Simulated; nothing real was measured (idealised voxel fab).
process module | voxel transistor to metal
cross-section cut | 180 nm wide | cells 5 nm
A cross-section is a grid of square cells, given in bands from the top down. A band is one or more rows of cells.
Each band's line starts with the height of the band's top and of its bottom, in nm. Then come its materials from left to right, each with its width in nm. One material with "throughout" fills the band from edge to edge. "air" is empty space.
Height 0 is the level under which the wafer as received is all one material. The lowest band goes on downwards, as in "0 down".
A width such as "30 to 40" changes by the same amount from each row of cells to the next, from the band's top row to its bottom row.
"no change" after a step means that no cell of the cross-section changed.
closed voids: empty space of 8 cells or more with no open way to the top, each as width x height at its distance from the left edge, in nm
after a step's settings: what the simulator itself notes on the step
overlay nm, on a step with a mask: how far to the right of its planned place the mask lay; to the left if negative
plan
1 op RECEIVE | material Si
2 op CONFORMAL_DEP | material SiO2 | thk nm 5
3 op CONFORMAL_DEP | material SiN | thk nm 10
4 op DIRECTIONAL_DEP | material aC | thk nm 15
5 op PATTERN | tone cover | mask id ACTIVE | material resist | width nm 120 | thk nm 30 | overlay nm 0
6 op DIRECTIONAL_ETCH | etch materials aC | depth nm 15
7 op STRIP | etch materials resist
8 op DIRECTIONAL_ETCH | etch materials SiN | depth nm 10
9 op DIRECTIONAL_ETCH | etch materials SiO2 | depth nm 5
10 op DIRECTIONAL_ETCH | etch materials Si | depth nm 25
11 op STRIP | etch materials aC
12 op FILL_DEP | material SiO2 | thk nm 10
13 op CMP | height nm 15
14 op SELECTIVE_ETCH | etch materials SiO2 | depth nm 10
15 op STRIP | etch materials SiN
16 op SELECTIVE_ETCH | etch materials SiO2 | depth nm 5
17 op OXIDIZE | depth nm 5
18 op DIRECTIONAL_DEP | material polySi | thk nm 25
19 op DIRECTIONAL_DEP | material SiCN | thk nm 15
20 op DIRECTIONAL_DEP | material aC | thk nm 15
21 op PATTERN | tone cover | mask id GATE | material resist | width nm 30 | thk nm 30 | overlay nm 0
22 op DIRECTIONAL_ETCH | etch materials aC | depth nm 15
23 op STRIP | etch materials resist
24 op DIRECTIONAL_ETCH | etch materials SiCN | depth nm 25
25 op DIRECTIONAL_ETCH | etch materials polySi | depth nm 35
26 op STRIP | etch materials aC
27 op CONFORMAL_DEP | material SiO2 | thk nm 5
28 op DIRECTIONAL_ETCH | etch materials SiO2 | depth nm 5
29 op CONFORMAL_DEP | material SiN | thk nm 5
30 op DIRECTIONAL_ETCH | etch materials SiN | depth nm 5
31 op DIRECTIONAL_ETCH | etch materials SiO2 | depth nm 5
32 op EPI | material SiGe | thk nm 5
33 op FILL_DEP | material SiO2 | thk nm 5
34 op CMP | height nm 25
35 op STRIP | etch materials polySi
36 op SELECTIVE_ETCH | etch materials SiO2 | depth nm 5
37 op CONFORMAL_DEP | material HfO2 | thk nm 5
38 op CONFORMAL_DEP | material TiN | thk nm 5
39 op FILL_DEP | material W | thk nm 10
40 op CMP | height nm 20
41 op DIRECTIONAL_DEP | material SiO2 | thk nm 15
42 op PATTERN | tone open | mask id CONTACT | material resist | width nm 20 | pitch nm 80 | thk nm 15 | overlay nm 0
43 op DIRECTIONAL_ETCH | etch materials SiO2 | depth nm 35
44 op STRIP | etch materials resist
45 op CONFORMAL_DEP | material TiN | thk nm 5
46 op FILL_DEP | material W | thk nm 5
47 op CMP | height nm 35
48 op CONFORMAL_DEP | material SiN | thk nm 5
49 op DIRECTIONAL_DEP | material lowk | thk nm 20
50 op DIRECTIONAL_DEP | material aC | thk nm 15
51 op PATTERN | tone open | mask id METAL_1 | material resist | width nm 20 | pitch nm 80 | thk nm 30 | overlay nm 0
52 op DIRECTIONAL_ETCH | etch materials aC | depth nm 15
53 op STRIP | etch materials resist
54 op DIRECTIONAL_ETCH | etch materials lowk | depth nm 20
55 op DIRECTIONAL_ETCH | etch materials SiN | depth nm 5
56 op STRIP | etch materials aC
57 op CONFORMAL_DEP | material TiN | thk nm 5
58 op FILL_DEP | material Ru | thk nm 5
59 op CMP | height nm 60
60 op EPI | material Ru | thk nm 5
61 op FILL_DEP | material SiCN | thk nm 5
62 op DIRECTIONAL_DEP | material lowk | thk nm 35
63 op MASKED_ETCH | tone open | mask id METAL_2_HOLES | width nm 15 | pitch nm 80 | etch materials lowk | depth nm 35 | overlay nm 0
64 op PATTERN | tone open | mask id METAL_2 | material resist | width nm 20 | pitch nm 80 | thk nm 15 | overlay nm 0
65 op DIRECTIONAL_ETCH | etch materials lowk | depth nm 20
66 op DIRECTIONAL_ETCH | etch materials SiCN | depth nm 5
67 op STRIP | etch materials resist
68 op CONFORMAL_DEP | material TiN | thk nm 5
69 op FILL_DEP | material Cu | thk nm 10
70 op CMP | height nm 105
71 op CONFORMAL_DEP | material SiCN | thk nm 5
first wafer, as planned
as received, after step 1
  0 down: Si throughout
  closed voids: none
after step 2
  5 to 0: SiO2 throughout
  below 0: unchanged
after step 3
  15 to 5: SiN throughout
  below 5: unchanged
after step 4
  30 to 15: aC throughout
  below 15: unchanged
after step 5
  60 to 30: air 30 | resist 120 | air 30
  below 30: unchanged
after step 6
  45 to 30: air 30 | resist 120 | air 30
  30 to 15: air 30 | aC 120 | air 30
  below 15: unchanged
after step 7
  30 to 15: air 30 | aC 120 | air 30
  below 15: unchanged
after step 8
  30 to 15: air 30 | aC 120 | air 30
  15 to 5: air 30 | SiN 120 | air 30
  below 5: unchanged
after step 9
  30 to 15: air 30 | aC 120 | air 30
  15 to 5: air 30 | SiN 120 | air 30
  5 to 0: air 30 | SiO2 120 | air 30
  below 0: unchanged
after step 10
  30 to 15: air 30 | aC 120 | air 30
  15 to 5: air 30 | SiN 120 | air 30
  5 to 0: air 30 | SiO2 120 | air 30
  0 to -25: air 30 | Si 120 | air 30
  below -25: unchanged
after step 11
  15 to 5: air 30 | SiN 120 | air 30
  below 5: unchanged
after step 12
  25 to 15: SiO2 throughout
  15 to 5: SiO2 30 | SiN 120 | SiO2 30
  5 to 0: SiO2 throughout
  0 to -25: SiO2 30 | Si 120 | SiO2 30
  below -25: unchanged
after step 13
  15 to 5: SiO2 30 | SiN 120 | SiO2 30
  below 5: unchanged
after step 14
  15 to 5: air 30 | SiN 120 | air 30
  below 5: unchanged
after step 15
  5 to 0: SiO2 throughout
  below 0: unchanged
after step 16
  0 to -25: SiO2 30 | Si 120 | SiO2 30
  below -25: unchanged
after step 17
  0 to -5: SiO2 throughout
  below -5: unchanged
after step 18
  25 to 0: polySi throughout
  below 0: unchanged
after step 19
  40 to 25: SiCN throughout
  below 25: unchanged
after step 20
  55 to 40: aC throughout
  below 40: unchanged
after step 21
  85 to 55: air 75 | resist 30 | air 75
  below 55: unchanged
after step 22
  70 to 55: air 75 | resist 30 | air 75
  55 to 40: air 75 | aC 30 | air 75
  below 40: unchanged
after step 23
  55 to 40: air 75 | aC 30 | air 75
  below 40: unchanged
after step 24
  55 to 40: air 75 | aC 30 | air 75
  40 to 25: air 75 | SiCN 30 | air 75
  below 25: unchanged
after step 25
  55 to 40: air 75 | aC 30 | air 75
  40 to 25: air 75 | SiCN 30 | air 75
  25 to 0: air 75 | polySi 30 | air 75
  below 0: unchanged
after step 26
  40 to 25: air 75 | SiCN 30 | air 75
  below 25: unchanged
after step 27
  45 to 40: air 70 | SiO2 40 | air 70
  40 to 25: air 70 | SiO2 5 | SiCN 30 | SiO2 5 | air 70
  25 to 5: air 70 | SiO2 5 | polySi 30 | SiO2 5 | air 70
  5 to 0: SiO2 75 | polySi 30 | SiO2 75
  below 0: unchanged
after step 28
  40 to 25: air 70 | SiO2 5 | SiCN 30 | SiO2 5 | air 70
  25 to 0: air 70 | SiO2 5 | polySi 30 | SiO2 5 | air 70
  below 0: unchanged
after step 29
  45 to 40: air 65 | SiN 50 | air 65
  40 to 25: air 65 | SiN 5 | SiO2 5 | SiCN 30 | SiO2 5 | SiN 5 | air 65
  25 to 5: air 65 | SiN 5 | SiO2 5 | polySi 30 | SiO2 5 | SiN 5 | air 65
  5 to 0: SiN 70 | SiO2 5 | polySi 30 | SiO2 5 | SiN 70
  below 0: unchanged
after step 30
  40 to 25: air 65 | SiN 5 | SiO2 5 | SiCN 30 | SiO2 5 | SiN 5 | air 65
  25 to 0: air 65 | SiN 5 | SiO2 5 | polySi 30 | SiO2 5 | SiN 5 | air 65
  below 0: unchanged
after step 31
  40 to 35: air 65 | SiN 5 | air 5 | SiCN 30 | air 5 | SiN 5 | air 65
  35 to 25: air 65 | SiN 5 | SiO2 5 | SiCN 30 | SiO2 5 | SiN 5 | air 65
  25 to 0: air 65 | SiN 5 | SiO2 5 | polySi 30 | SiO2 5 | SiN 5 | air 65
  0 to -5: air 65 | SiO2 50 | air 65
  below -5: unchanged
after step 32
  40 to 35: air 65 | SiN 5 | air 5 | SiCN 30 | air 5 | SiN 5 | air 65
  35 to 25: air 65 | SiN 5 | SiO2 5 | SiCN 30 | SiO2 5 | SiN 5 | air 65
  25 to 0: air 65 | SiN 5 | SiO2 5 | polySi 30 | SiO2 5 | SiN 5 | air 65
  0 to -5: air 25 | SiGe 40 | SiO2 50 | SiGe 40 | air 25
  below -5: unchanged
after step 33
  45 to 40: SiO2 throughout
  40 to 25: SiO2 65 | SiN 5 | SiO2 5 | SiCN 30 | SiO2 5 | SiN 5 | SiO2 65
  25 to 0: SiO2 65 | SiN 5 | SiO2 5 | polySi 30 | SiO2 5 | SiN 5 | SiO2 65
  0 to -5: SiO2 25 | SiGe 40 | SiO2 50 | SiGe 40 | SiO2 25
  below -5: unchanged
after step 34
  25 to 0: SiO2 65 | SiN 5 | SiO2 5 | polySi 30 | SiO2 5 | SiN 5 | SiO2 65
  below 0: unchanged
after step 35
  25 to 0: SiO2 65 | SiN 5 | SiO2 5 | air 30 | SiO2 5 | SiN 5 | SiO2 65
  below 0: unchanged
after step 36
  25 to 20: air 65 | SiN 5 | air 40 | SiN 5 | air 65
  20 to 0: SiO2 65 | SiN 5 | air 40 | SiN 5 | SiO2 65
  0 to -5: SiO2 25 | SiGe 40 | SiO2 5 | air 40 | SiO2 5 | SiGe 40 | SiO2 25
  below -5: unchanged
after step 37
  30 to 25: air 60 | HfO2 15 | air 30 | HfO2 15 | air 60
  25 to 20: HfO2 65 | SiN 5 | HfO2 5 | air 30 | HfO2 5 | SiN 5 | HfO2 65
  20 to 0: SiO2 65 | SiN 5 | HfO2 5 | air 30 | HfO2 5 | SiN 5 | SiO2 65
  0 to -5: SiO2 25 | SiGe 40 | SiO2 5 | HfO2 40 | SiO2 5 | SiGe 40 | SiO2 25
  below -5: unchanged
after step 38
  35 to 30: air 55 | TiN 25 | air 20 | TiN 25 | air 55
  30 to 25: TiN 60 | HfO2 15 | TiN 5 | air 20 | TiN 5 | HfO2 15 | TiN 60
  25 to 20: HfO2 65 | SiN 5 | HfO2 5 | TiN 5 | air 20 | TiN 5 | HfO2 5 | SiN 5 | HfO2 65
  20 to 5: SiO2 65 | SiN 5 | HfO2 5 | TiN 5 | air 20 | TiN 5 | HfO2 5 | SiN 5 | SiO2 65
  5 to 0: SiO2 65 | SiN 5 | HfO2 5 | TiN 30 | HfO2 5 | SiN 5 | SiO2 65
  below 0: unchanged
after step 39
  45 to 35: W throughout
  35 to 30: W 55 | TiN 25 | W 20 | TiN 25 | W 55
  30 to 25: TiN 60 | HfO2 15 | TiN 5 | W 20 | TiN 5 | HfO2 15 | TiN 60
  25 to 20: HfO2 65 | SiN 5 | HfO2 5 | TiN 5 | W 20 | TiN 5 | HfO2 5 | SiN 5 | HfO2 65
  20 to 5: SiO2 65 | SiN 5 | HfO2 5 | TiN 5 | W 20 | TiN 5 | HfO2 5 | SiN 5 | SiO2 65
  below 5: unchanged
after step 40
  20 to 5: SiO2 65 | SiN 5 | HfO2 5 | TiN 5 | W 20 | TiN 5 | HfO2 5 | SiN 5 | SiO2 65
  below 5: unchanged
after step 41
  35 to 20: SiO2 throughout
  below 20: unchanged
after step 42
  50 to 35: resist 40 | air 20 | resist 60 | air 20 | resist 40
  below 35: unchanged
after step 43
  50 to 35: resist 40 | air 20 | resist 60 | air 20 | resist 40
  35 to 20: SiO2 40 | air 20 | SiO2 60 | air 20 | SiO2 40
  20 to 5: SiO2 40 | air 20 | SiO2 5 | SiN 5 | HfO2 5 | TiN 5 | W 20 | TiN 5 | HfO2 5 | SiN 5 | SiO2 5 | air 20 | SiO2 40
  5 to 0: SiO2 40 | air 20 | SiO2 5 | SiN 5 | HfO2 5 | TiN 30 | HfO2 5 | SiN 5 | SiO2 5 | air 20 | SiO2 40
  below 0: unchanged
after step 44
  35 to 20: SiO2 40 | air 20 | SiO2 60 | air 20 | SiO2 40
  below 20: unchanged
after step 45
  40 to 35: TiN 45 | air 10 | TiN 70 | air 10 | TiN 45
  35 to 20: SiO2 40 | TiN 5 | air 10 | TiN 5 | SiO2 60 | TiN 5 | air 10 | TiN 5 | SiO2 40
  20 to 5: SiO2 40 | TiN 5 | air 10 | TiN 5 | SiO2 5 | SiN 5 | HfO2 5 | TiN 5 | W 20 | TiN 5 | HfO2 5 | SiN 5 | SiO2 5 | TiN 5 | air 10 | TiN 5 | SiO2 40
  5 to 0: SiO2 40 | TiN 20 | SiO2 5 | SiN 5 | HfO2 5 | TiN 30 | HfO2 5 | SiN 5 | SiO2 5 | TiN 20 | SiO2 40
  below 0: unchanged
after step 46
  45 to 40: W throughout
  40 to 35: TiN 45 | W 10 | TiN 70 | W 10 | TiN 45
  35 to 20: SiO2 40 | TiN 5 | W 10 | TiN 5 | SiO2 60 | TiN 5 | W 10 | TiN 5 | SiO2 40
  20 to 5: SiO2 40 | TiN 5 | W 10 | TiN 5 | SiO2 5 | SiN 5 | HfO2 5 | TiN 5 | W 20 | TiN 5 | HfO2 5 | SiN 5 | SiO2 5 | TiN 5 | W 10 | TiN 5 | SiO2 40
  below 5: unchanged
after step 47
  35 to 20: SiO2 40 | TiN 5 | W 10 | TiN 5 | SiO2 60 | TiN 5 | W 10 | TiN 5 | SiO2 40
  below 20: unchanged
after step 48
  40 to 35: SiN throughout
  below 35: unchanged
after step 49
  60 to 40: lowk throughout
  below 40: unchanged
after step 50
  75 to 60: aC throughout
  below 60: unchanged
after step 51
  105 to 75: resist 40 | air 20 | resist 60 | air 20 | resist 40
  below 75: unchanged
after step 52
  90 to 75: resist 40 | air 20 | resist 60 | air 20 | resist 40
  75 to 60: aC 40 | air 20 | aC 60 | air 20 | aC 40
  below 60: unchanged
after step 53
  75 to 60: aC 40 | air 20 | aC 60 | air 20 | aC 40
  below 60: unchanged
after step 54
  75 to 60: aC 40 | air 20 | aC 60 | air 20 | aC 40
  60 to 40: lowk 40 | air 20 | lowk 60 | air 20 | lowk 40
  below 40: unchanged
after step 55
  75 to 60: aC 40 | air 20 | aC 60 | air 20 | aC 40
  60 to 40: lowk 40 | air 20 | lowk 60 | air 20 | lowk 40
  40 to 35: SiN 40 | air 20 | SiN 60 | air 20 | SiN 40
  below 35: unchanged
after step 56
  60 to 40: lowk 40 | air 20 | lowk 60 | air 20 | lowk 40
  below 40: unchanged
after step 57
  65 to 60: TiN 45 | air 10 | TiN 70 | air 10 | TiN 45
  60 to 40: lowk 40 | TiN 5 | air 10 | TiN 5 | lowk 60 | TiN 5 | air 10 | TiN 5 | lowk 40
  40 to 35: SiN 40 | TiN 20 | SiN 60 | TiN 20 | SiN 40
  below 35: unchanged
after step 58
  70 to 65: Ru throughout
  65 to 60: TiN 45 | Ru 10 | TiN 70 | Ru 10 | TiN 45
  60 to 40: lowk 40 | TiN 5 | Ru 10 | TiN 5 | lowk 60 | TiN 5 | Ru 10 | TiN 5 | lowk 40
  below 40: unchanged
after step 59
  60 to 40: lowk 40 | TiN 5 | Ru 10 | TiN 5 | lowk 60 | TiN 5 | Ru 10 | TiN 5 | lowk 40
  below 40: unchanged
after step 60
  65 to 60: air 35 | Ru 30 | air 50 | Ru 30 | air 35
  below 60: unchanged
after step 61
  70 to 65: SiCN throughout
  65 to 60: SiCN 35 | Ru 30 | SiCN 50 | Ru 30 | SiCN 35
  below 60: unchanged
after step 62
  105 to 70: lowk throughout
  below 70: unchanged
after step 63
  105 to 70: lowk 40 | air 15 | lowk 65 | air 15 | lowk 45
  below 70: unchanged
after step 64
  120 to 105: resist 40 | air 20 | resist 60 | air 20 | resist 40
  below 105: unchanged
after step 65
  120 to 105: resist 40 | air 20 | resist 60 | air 20 | resist 40
  105 to 85: lowk 40 | air 20 | lowk 60 | air 20 | lowk 40
  below 85: unchanged
after step 66
  120 to 105: resist 40 | air 20 | resist 60 | air 20 | resist 40
  105 to 85: lowk 40 | air 20 | lowk 60 | air 20 | lowk 40
  85 to 70: lowk 40 | air 15 | lowk 65 | air 15 | lowk 45
  70 to 65: SiCN 40 | air 15 | SiCN 65 | air 15 | SiCN 45
  below 65: unchanged
after step 67
  105 to 85: lowk 40 | air 20 | lowk 60 | air 20 | lowk 40
  below 85: unchanged
after step 68
  110 to 105: TiN 45 | air 10 | TiN 70 | air 10 | TiN 45
  105 to 90: lowk 40 | TiN 5 | air 10 | TiN 5 | lowk 60 | TiN 5 | air 10 | TiN 5 | lowk 40
  90 to 85: lowk 40 | TiN 5 | air 5 | TiN 10 | lowk 60 | TiN 5 | air 5 | TiN 10 | lowk 40
  85 to 70: lowk 40 | TiN 5 | air 5 | TiN 5 | lowk 65 | TiN 5 | air 5 | TiN 5 | lowk 45
  70 to 65: SiCN 40 | TiN 15 | SiCN 65 | TiN 15 | SiCN 45
  below 65: unchanged
after step 69
  120 to 110: Cu throughout
  110 to 105: TiN 45 | Cu 10 | TiN 70 | Cu 10 | TiN 45
  105 to 90: lowk 40 | TiN 5 | Cu 10 | TiN 5 | lowk 60 | TiN 5 | Cu 10 | TiN 5 | lowk 40
  90 to 85: lowk 40 | TiN 5 | Cu 5 | TiN 10 | lowk 60 | TiN 5 | Cu 5 | TiN 10 | lowk 40
  85 to 70: lowk 40 | TiN 5 | Cu 5 | TiN 5 | lowk 65 | TiN 5 | Cu 5 | TiN 5 | lowk 45
  below 70: unchanged
after step 70
  105 to 90: lowk 40 | TiN 5 | Cu 10 | TiN 5 | lowk 60 | TiN 5 | Cu 10 | TiN 5 | lowk 40
  below 90: unchanged
after step 71
  110 to 105: SiCN throughout
  below 105: unchanged
second wafer: like start, like plan, one mistake. Through step 39 it matches the first wafer
when step 40 should have ended
  30 to 25: TiN 60 | HfO2 15 | TiN 5 | W 20 | TiN 5 | HfO2 15 | TiN 60
  below 25: unchanged
when step 41 should have ended
  45 to 30: SiO2 throughout
  below 30: unchanged
when step 42 should have ended
  60 to 45: resist 40 | air 20 | resist 60 | air 20 | resist 40
  below 45: unchanged
when step 43 should have ended
  60 to 45: resist 40 | air 20 | resist 60 | air 20 | resist 40
  45 to 30: SiO2 40 | air 20 | SiO2 60 | air 20 | SiO2 40
  below 30: unchanged
when step 44 should have ended
  45 to 30: SiO2 40 | air 20 | SiO2 60 | air 20 | SiO2 40
  below 30: unchanged
when step 45 should have ended
  50 to 45: TiN 45 | air 10 | TiN 70 | air 10 | TiN 45
  45 to 35: SiO2 40 | TiN 5 | air 10 | TiN 5 | SiO2 60 | TiN 5 | air 10 | TiN 5 | SiO2 40
  35 to 30: SiO2 40 | TiN 20 | SiO2 60 | TiN 20 | SiO2 40
  below 30: unchanged
when step 46 should have ended
  55 to 50: W throughout
  50 to 45: TiN 45 | W 10 | TiN 70 | W 10 | TiN 45
  45 to 35: SiO2 40 | TiN 5 | W 10 | TiN 5 | SiO2 60 | TiN 5 | W 10 | TiN 5 | SiO2 40
  below 35: unchanged
when step 47 should have ended
  35 to 30: SiO2 40 | TiN 20 | SiO2 60 | TiN 20 | SiO2 40
  below 30: unchanged
when step 48 should have ended
  40 to 35: SiN throughout
  below 35: unchanged
when step 49 should have ended
  60 to 40: lowk throughout
  below 40: unchanged
when step 50 should have ended
  75 to 60: aC throughout
  below 60: unchanged
when step 51 should have ended
  105 to 75: resist 40 | air 20 | resist 60 | air 20 | resist 40
  below 75: unchanged
when step 52 should have ended
  90 to 75: resist 40 | air 20 | resist 60 | air 20 | resist 40
  75 to 60: aC 40 | air 20 | aC 60 | air 20 | aC 40
  below 60: unchanged
when step 53 should have ended
  75 to 60: aC 40 | air 20 | aC 60 | air 20 | aC 40
  below 60: unchanged
when step 54 should have ended
  75 to 60: aC 40 | air 20 | aC 60 | air 20 | aC 40
  60 to 40: lowk 40 | air 20 | lowk 60 | air 20 | lowk 40
  below 40: unchanged
when step 55 should have ended
  75 to 60: aC 40 | air 20 | aC 60 | air 20 | aC 40
  60 to 40: lowk 40 | air 20 | lowk 60 | air 20 | lowk 40
  40 to 35: SiN 40 | air 20 | SiN 60 | air 20 | SiN 40
  below 35: unchanged
when step 56 should have ended
  60 to 40: lowk 40 | air 20 | lowk 60 | air 20 | lowk 40
  below 40: unchanged
when step 57 should have ended
  65 to 60: TiN 45 | air 10 | TiN 70 | air 10 | TiN 45
  60 to 40: lowk 40 | TiN 5 | air 10 | TiN 5 | lowk 60 | TiN 5 | air 10 | TiN 5 | lowk 40
  40 to 35: SiN 40 | TiN 20 | SiN 60 | TiN 20 | SiN 40
  below 35: unchanged
when step 58 should have ended
  70 to 65: Ru throughout
  65 to 60: TiN 45 | Ru 10 | TiN 70 | Ru 10 | TiN 45
  60 to 40: lowk 40 | TiN 5 | Ru 10 | TiN 5 | lowk 60 | TiN 5 | Ru 10 | TiN 5 | lowk 40
  below 40: unchanged
when step 59 should have ended
  60 to 40: lowk 40 | TiN 5 | Ru 10 | TiN 5 | lowk 60 | TiN 5 | Ru 10 | TiN 5 | lowk 40
  below 40: unchanged
when step 60 should have ended
  65 to 60: air 35 | Ru 30 | air 50 | Ru 30 | air 35
  below 60: unchanged
when step 61 should have ended
  70 to 65: SiCN throughout
  65 to 60: SiCN 35 | Ru 30 | SiCN 50 | Ru 30 | SiCN 35
  below 60: unchanged
when step 62 should have ended
  105 to 70: lowk throughout
  below 70: unchanged
when step 63 should have ended
  105 to 70: lowk 40 | air 15 | lowk 65 | air 15 | lowk 45
  below 70: unchanged
when step 64 should have ended
  120 to 105: resist 40 | air 20 | resist 60 | air 20 | resist 40
  below 105: unchanged
when step 65 should have ended
  120 to 105: resist 40 | air 20 | resist 60 | air 20 | resist 40
  105 to 85: lowk 40 | air 20 | lowk 60 | air 20 | lowk 40
  below 85: unchanged
when step 66 should have ended
  120 to 105: resist 40 | air 20 | resist 60 | air 20 | resist 40
  105 to 85: lowk 40 | air 20 | lowk 60 | air 20 | lowk 40
  85 to 70: lowk 40 | air 15 | lowk 65 | air 15 | lowk 45
  70 to 65: SiCN 40 | air 15 | SiCN 65 | air 15 | SiCN 45
  below 65: unchanged
when step 67 should have ended
  105 to 85: lowk 40 | air 20 | lowk 60 | air 20 | lowk 40
  below 85: unchanged
when step 68 should have ended
  110 to 105: TiN 45 | air 10 | TiN 70 | air 10 | TiN 45
  105 to 90: lowk 40 | TiN 5 | air 10 | TiN 5 | lowk 60 | TiN 5 | air 10 | TiN 5 | lowk 40
  90 to 85: lowk 40 | TiN 5 | air 5 | TiN 10 | lowk 60 | TiN 5 | air 5 | TiN 10 | lowk 40
  85 to 70: lowk 40 | TiN 5 | air 5 | TiN 5 | lowk 65 | TiN 5 | air 5 | TiN 5 | lowk 45
  70 to 65: SiCN 40 | TiN 15 | SiCN 65 | TiN 15 | SiCN 45
  below 65: unchanged
when step 69 should have ended
  120 to 110: Cu throughout
  110 to 105: TiN 45 | Cu 10 | TiN 70 | Cu 10 | TiN 45
  105 to 90: lowk 40 | TiN 5 | Cu 10 | TiN 5 | lowk 60 | TiN 5 | Cu 10 | TiN 5 | lowk 40
  90 to 85: lowk 40 | TiN 5 | Cu 5 | TiN 10 | lowk 60 | TiN 5 | Cu 5 | TiN 10 | lowk 40
  85 to 70: lowk 40 | TiN 5 | Cu 5 | TiN 5 | lowk 65 | TiN 5 | Cu 5 | TiN 5 | lowk 45
  below 70: unchanged
when step 70 should have ended
  105 to 90: lowk 40 | TiN 5 | Cu 10 | TiN 5 | lowk 60 | TiN 5 | Cu 10 | TiN 5 | lowk 40
  below 90: unchanged
when step 71 should have ended
  110 to 105: SiCN throughout
  below 105: unchanged
what went wrong: step 40 ran as: op CMP | height nm 30
at the end the second wafer has, in cells: 34 more of HfO2 | 2 more of SiN | 24 fewer of SiO2 | 4 more of TiN | 16 fewer of W
